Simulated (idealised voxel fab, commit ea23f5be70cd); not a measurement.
Proc. module: voxel self aligned contacts
The figure presents cross-section cut, which has a width of 265 nm and is divided into square cells with an edge length of 5 nm.
The cross-sections in this document take the form of a grid made of square cells. They are written out as bands, in order from top to bottom. Each band consists of one or more rows of cells.
Per band: top height and bottom height in nm, followed by the left-to-right materials and their widths in nm; "full width" marks a single material spanning edge to edge, "empty" marks empty space.
Height reference: 0 = level under which incoming wafer is all one material. Lowest band: no bottom, runs on downward, e.g. "0 nm and below".
Per-row width for "30->40": begins at first number (top row of band), ends at second number (bottom row), increment between rows held constant.
A step reported as "nothing changed" is a step in which no cell of the cross-section changed.
"Fully sealed voids" means: voids of 8 cells or more that are shut off from the top with no open way through. Written width x height at distance, distance from the left edge, in nm.
What comes after the settings on a step's line is commentary from the simulator itself on that step.
overlay nm: mask offset rightward from planned place, masked step; negative means leftward offset.
# The planned process steps are enumerated hereunder
1: RECEIVE with material Si
2: OXIDIZE with depth nm 5
3: DIRECTIONAL_DEP with material polySi, thk nm 30
4: DIRECTIONAL_DEP with material SiN, thk nm 20
5: PATTERN with tone cover, mask id GATE, material resist, width nm 30, pitch nm 65, thk nm 20, overlay nm 0
6: DIRECTIONAL_ETCH with etch materials SiN, depth nm 20
7: DIRECTIONAL_ETCH with etch materials polySi, depth nm 30
8: STRIP with etch materials resist
9: CONFORMAL_DEP with material SiN, thk nm 10
10: DIRECTIONAL_ETCH with etch materials SiN, depth nm 10
11: FILL_DEP with material SiO2, thk nm 15
12: CMP with height nm 55
13: DIRECTIONAL_DEP with material aC, thk nm 15
14: PATTERN with tone open, mask id CONTACT, material resist, width nm 45, thk nm 30, overlay nm 0
15: DIRECTIONAL_ETCH with etch materials aC, depth nm 15
16: STRIP with etch materials resist
17: DIRECTIONAL_ETCH with etch materials SiO2, depth nm 60
18: STRIP with etch materials aC
19: CONFORMAL_DEP with material TiN, thk nm 5
20: FILL_DEP with material Ru, thk nm 10
21: CMP with height nm 55
22: CONFORMAL_DEP with material SiN, thk nm 5
# Wafer cross-section on receipt, i.e. after step 1
    0 nm and below  Si full width
    Fully sealed voids: none
# Starting wafer: above. Plan: above. Run: one mistake. Cross-section after the module: below
    60 nm to 55 nm  SiN full width
    55 nm to 50 nm  110 nm SiO2 | 20 nm TiN | 5 nm Ru | 20 nm TiN | 110 nm SiO2
    50 nm to 25 nm  75 nm SiO2 | 10 nm SiN | 30 nm polySi | 10 nm SiN | 5 nm TiN | 5 nm Ru | 5 nm TiN | 10 nm SiN | 30 nm polySi | 10 nm SiN | 75 nm SiO2
    25 nm to 20 nm  75 nm SiO2 | 10 nm SiN | 30 nm polySi | 10 nm SiN | 15 nm TiN | 10 nm SiN | 30 nm polySi | 10 nm SiN | 75 nm SiO2
    20 nm to 0 nm  SiN full width
    0 nm to -5 nm  SiO2 full width
    -5 nm and below  Si full width
    Fully sealed voids: none
What was done differently from what was planned? plan steps 3 and 4 run swapped
